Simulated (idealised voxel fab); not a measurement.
process module | voxel self aligned vias
cross-section cut | 295 nm wide | cells 5 nm
A cross-section is a grid of square cells, given in bands from the top down. A band is one or more rows of cells.
Each band's line starts with the height of the band's top and of its bottom, in nm. Then come its materials from left to right, each with its width in nm. One material with "throughout" fills the band from edge to edge. "air" is empty space.
Height 0 is the level under which the wafer as received is all one material. The lowest band goes on downwards, as in "0 down".
A width such as "30 to 40" changes by the same amount from each row of cells to the next, from the band's top row to its bottom row.
"no change" after a step means that no cell of the cross-section changed.
closed voids: empty space of 8 cells or more with no open way to the top, each as width x height at its distance from the left edge, in nm
after a step's settings: what the simulator itself notes on the step
overlay nm, on a step with a mask: how far to the right of its planned place the mask lay; to the left if negative
plan
1 op RECEIVE | material Si
2 op CONFORMAL_DEP | material SiO2 | thk nm 15
3 op CONFORMAL_DEP | material SiCN | thk nm 5
4 op DIRECTIONAL_DEP | material SiO2 | thk nm 30
5 op DIRECTIONAL_DEP | material aC | thk nm 15
6 op PATTERN | tone open | mask id LINES | material resist | width nm 20 | pitch nm 70 | thk nm 35 | overlay nm 0
7 op DIRECTIONAL_ETCH | etch materials aC | depth nm 15
8 op STRIP | etch materials resist
9 op DIRECTIONAL_ETCH | etch materials SiO2 | depth nm 30
10 op STRIP | etch materials aC
11 op CONFORMAL_DEP | material TiN | thk nm 5
12 op FILL_DEP | material W | thk nm 10
13 op CMP | height nm 50
14 op SELECTIVE_ETCH | etch materials W Ru TiN | depth nm 10
15 op FILL_DEP | material SiN | thk nm 5
16 op CMP | height nm 50
17 op DIRECTIONAL_DEP | material SiO2 | thk nm 20
18 op MASKED_ETCH | tone open | mask id VIAS | width nm 40 | pitch nm 140 | etch materials SiO2 | depth nm 20 | overlay nm 0
19 op MASKED_ETCH | tone open | mask id VIAS | width nm 40 | pitch nm 140 | etch materials SiN | depth nm 10 | overlay nm 0
20 op CONFORMAL_DEP | material TiN | thk nm 5
21 op FILL_DEP | material Ru | thk nm 10
22 op CMP | height nm 70
23 op CONFORMAL_DEP | material SiN | thk nm 5
first wafer, as planned
as received, after step 1
  0 down: Si throughout
  closed voids: none
after step 2
  15 to 0: SiO2 throughout
  below 0: unchanged
after step 3
  20 to 15: SiCN throughout
  below 15: unchanged
after step 4
  50 to 20: SiO2 throughout
  below 20: unchanged
after step 5
  65 to 50: aC throughout
  below 50: unchanged
after step 6
  100 to 65: resist 65 | air 20 | resist 50 | air 20 | resist 50 | air 20 | resist 70
  below 65: unchanged
after step 7
  85 to 65: resist 65 | air 20 | resist 50 | air 20 | resist 50 | air 20 | resist 70
  65 to 50: aC 65 | air 20 | aC 50 | air 20 | aC 50 | air 20 | aC 70
  below 50: unchanged
after step 8
  65 to 50: aC 65 | air 20 | aC 50 | air 20 | aC 50 | air 20 | aC 70
  below 50: unchanged
after step 9
  65 to 50: aC 65 | air 20 | aC 50 | air 20 | aC 50 | air 20 | aC 70
  50 to 20: SiO2 65 | air 20 | SiO2 50 | air 20 | SiO2 50 | air 20 | SiO2 70
  below 20: unchanged
after step 10
  50 to 20: SiO2 65 | air 20 | SiO2 50 | air 20 | SiO2 50 | air 20 | SiO2 70
  below 20: unchanged
after step 11
  55 to 50: TiN 70 | air 10 | TiN 60 | air 10 | TiN 60 | air 10 | TiN 75
  50 to 25: SiO2 65 | TiN 5 | air 10 | TiN 5 | SiO2 50 | TiN 5 | air 10 | TiN 5 | SiO2 50 | TiN 5 | air 10 | TiN 5 | SiO2 70
  25 to 20: SiO2 65 | TiN 20 | SiO2 50 | TiN 20 | SiO2 50 | TiN 20 | SiO2 70
  below 20: unchanged
after step 12
  65 to 55: W throughout
  55 to 50: TiN 70 | W 10 | TiN 60 | W 10 | TiN 60 | W 10 | TiN 75
  50 to 25: SiO2 65 | TiN 5 | W 10 | TiN 5 | SiO2 50 | TiN 5 | W 10 | TiN 5 | SiO2 50 | TiN 5 | W 10 | TiN 5 | SiO2 70
  below 25: unchanged
after step 13
  50 to 25: SiO2 65 | TiN 5 | W 10 | TiN 5 | SiO2 50 | TiN 5 | W 10 | TiN 5 | SiO2 50 | TiN 5 | W 10 | TiN 5 | SiO2 70
  below 25: unchanged
after step 14
  50 to 40: SiO2 65 | air 20 | SiO2 50 | air 20 | SiO2 50 | air 20 | SiO2 70
  below 40: unchanged
after step 15
  55 to 50: SiN throughout
  50 to 40: SiO2 65 | SiN 20 | SiO2 50 | SiN 20 | SiO2 50 | SiN 20 | SiO2 70
  below 40: unchanged
after step 16
  50 to 40: SiO2 65 | SiN 20 | SiO2 50 | SiN 20 | SiO2 50 | SiN 20 | SiO2 70
  below 40: unchanged
after step 17
  70 to 50: SiO2 throughout
  below 50: unchanged
after step 18
  70 to 50: SiO2 55 | air 40 | SiO2 100 | air 40 | SiO2 60
  below 50: unchanged
after step 19
  70 to 50: SiO2 55 | air 40 | SiO2 100 | air 40 | SiO2 60
  50 to 40: SiO2 65 | air 20 | SiO2 50 | SiN 20 | SiO2 50 | air 20 | SiO2 70
  below 40: unchanged
after step 20
  75 to 70: TiN 60 | air 30 | TiN 110 | air 30 | TiN 65
  70 to 55: SiO2 55 | TiN 5 | air 30 | TiN 5 | SiO2 100 | TiN 5 | air 30 | TiN 5 | SiO2 60
  55 to 50: SiO2 55 | TiN 15 | air 10 | TiN 15 | SiO2 100 | TiN 15 | air 10 | TiN 15 | SiO2 60
  50 to 45: SiO2 65 | TiN 5 | air 10 | TiN 5 | SiO2 50 | SiN 20 | SiO2 50 | TiN 5 | air 10 | TiN 5 | SiO2 70
  45 to 40: SiO2 65 | TiN 20 | SiO2 50 | SiN 20 | SiO2 50 | TiN 20 | SiO2 70
  below 40: unchanged
after step 21
  85 to 75: Ru throughout
  75 to 70: TiN 60 | Ru 30 | TiN 110 | Ru 30 | TiN 65
  70 to 55: SiO2 55 | TiN 5 | Ru 30 | TiN 5 | SiO2 100 | TiN 5 | Ru 30 | TiN 5 | SiO2 60
  55 to 50: SiO2 55 | TiN 15 | Ru 10 | TiN 15 | SiO2 100 | TiN 15 | Ru 10 | TiN 15 | SiO2 60
  50 to 45: SiO2 65 | TiN 5 | Ru 10 | TiN 5 | SiO2 50 | SiN 20 | SiO2 50 | TiN 5 | Ru 10 | TiN 5 | SiO2 70
  below 45: unchanged
after step 22
  70 to 55: SiO2 55 | TiN 5 | Ru 30 | TiN 5 | SiO2 100 | TiN 5 | Ru 30 | TiN 5 | SiO2 60
  below 55: unchanged
after step 23
  75 to 70: SiN throughout
  below 70: unchanged
second wafer: like start, like plan, one mistake. Through step 5 it matches the first wafer
when step 6 should have ended
  100 to 65: resist 65 | air 25 | resist 45 | air 25 | resist 45 | air 25 | resist 65
  below 65: unchanged
when step 7 should have ended
  85 to 65: resist 65 | air 25 | resist 45 | air 25 | resist 45 | air 25 | resist 65
  65 to 50: aC 65 | air 25 | aC 45 | air 25 | aC 45 | air 25 | aC 65
  below 50: unchanged
when step 8 should have ended
  65 to 50: aC 65 | air 25 | aC 45 | air 25 | aC 45 | air 25 | aC 65
  below 50: unchanged
when step 9 should have ended
  65 to 50: aC 65 | air 25 | aC 45 | air 25 | aC 45 | air 25 | aC 65
  50 to 20: SiO2 65 | air 25 | SiO2 45 | air 25 | SiO2 45 | air 25 | SiO2 65
  below 20: unchanged
when step 10 should have ended
  50 to 20: SiO2 65 | air 25 | SiO2 45 | air 25 | SiO2 45 | air 25 | SiO2 65
  below 20: unchanged
when step 11 should have ended
  55 to 50: TiN 70 | air 15 | TiN 55 | air 15 | TiN 55 | air 15 | TiN 70
  50 to 25: SiO2 65 | TiN 5 | air 15 | TiN 5 | SiO2 45 | TiN 5 | air 15 | TiN 5 | SiO2 45 | TiN 5 | air 15 | TiN 5 | SiO2 65
  25 to 20: SiO2 65 | TiN 25 | SiO2 45 | TiN 25 | SiO2 45 | TiN 25 | SiO2 65
  below 20: unchanged
when step 12 should have ended
  65 to 55: W throughout
  55 to 50: TiN 70 | W 15 | TiN 55 | W 15 | TiN 55 | W 15 | TiN 70
  50 to 25: SiO2 65 | TiN 5 | W 15 | TiN 5 | SiO2 45 | TiN 5 | W 15 | TiN 5 | SiO2 45 | TiN 5 | W 15 | TiN 5 | SiO2 65
  below 25: unchanged
when step 13 should have ended
  50 to 25: SiO2 65 | TiN 5 | W 15 | TiN 5 | SiO2 45 | TiN 5 | W 15 | TiN 5 | SiO2 45 | TiN 5 | W 15 | TiN 5 | SiO2 65
  below 25: unchanged
when step 14 should have ended
  50 to 40: SiO2 65 | air 25 | SiO2 45 | air 25 | SiO2 45 | air 25 | SiO2 65
  below 40: unchanged
when step 15 should have ended
  55 to 50: SiN throughout
  50 to 40: SiO2 65 | SiN 25 | SiO2 45 | SiN 25 | SiO2 45 | SiN 25 | SiO2 65
  below 40: unchanged
when step 16 should have ended
  50 to 40: SiO2 65 | SiN 25 | SiO2 45 | SiN 25 | SiO2 45 | SiN 25 | SiO2 65
  below 40: unchanged
when step 17 should have ended
  70 to 50: SiO2 throughout
  below 50: unchanged
when step 18 should have ended
  70 to 50: SiO2 55 | air 40 | SiO2 100 | air 40 | SiO2 60
  below 50: unchanged
when step 19 should have ended
  70 to 50: SiO2 55 | air 40 | SiO2 100 | air 40 | SiO2 60
  50 to 40: SiO2 65 | air 25 | SiO2 45 | SiN 25 | SiO2 45 | air 25 | SiO2 65
  below 40: unchanged
when step 20 should have ended
  75 to 70: TiN 60 | air 30 | TiN 110 | air 30 | TiN 65
  70 to 55: SiO2 55 | TiN 5 | air 30 | TiN 5 | SiO2 100 | TiN 5 | air 30 | TiN 5 | SiO2 60
  55 to 50: SiO2 55 | TiN 15 | air 15 | TiN 10 | SiO2 100 | TiN 15 | air 15 | TiN 10 | SiO2 60
  50 to 45: SiO2 65 | TiN 5 | air 15 | TiN 5 | SiO2 45 | SiN 25 | SiO2 45 | TiN 5 | air 15 | TiN 5 | SiO2 65
  45 to 40: SiO2 65 | TiN 25 | SiO2 45 | SiN 25 | SiO2 45 | TiN 25 | SiO2 65
  below 40: unchanged
when step 21 should have ended
  85 to 75: Ru throughout
  75 to 70: TiN 60 | Ru 30 | TiN 110 | Ru 30 | TiN 65
  70 to 55: SiO2 55 | TiN 5 | Ru 30 | TiN 5 | SiO2 100 | TiN 5 | Ru 30 | TiN 5 | SiO2 60
  55 to 50: SiO2 55 | TiN 15 | Ru 15 | TiN 10 | SiO2 100 | TiN 15 | Ru 15 | TiN 10 | SiO2 60
  50 to 45: SiO2 65 | TiN 5 | Ru 15 | TiN 5 | SiO2 45 | SiN 25 | SiO2 45 | TiN 5 | Ru 15 | TiN 5 | SiO2 65
  below 45: unchanged
when step 22 should have ended
  70 to 55: SiO2 55 | TiN 5 | Ru 30 | TiN 5 | SiO2 100 | TiN 5 | Ru 30 | TiN 5 | SiO2 60
  below 55: unchanged
when step 23 should have ended
  75 to 70: SiN throughout
  below 70: unchanged
what went wrong: step 6 ran as: op PATTERN | tone open | mask id LINES | material resist | width nm 25 | pitch nm 70 | thk nm 35 | overlay nm 0
at the end the second wafer has, in cells: 4 more of Ru | 2 more of SiN | 18 fewer of SiO2 | 3 more of TiN | 9 more of W
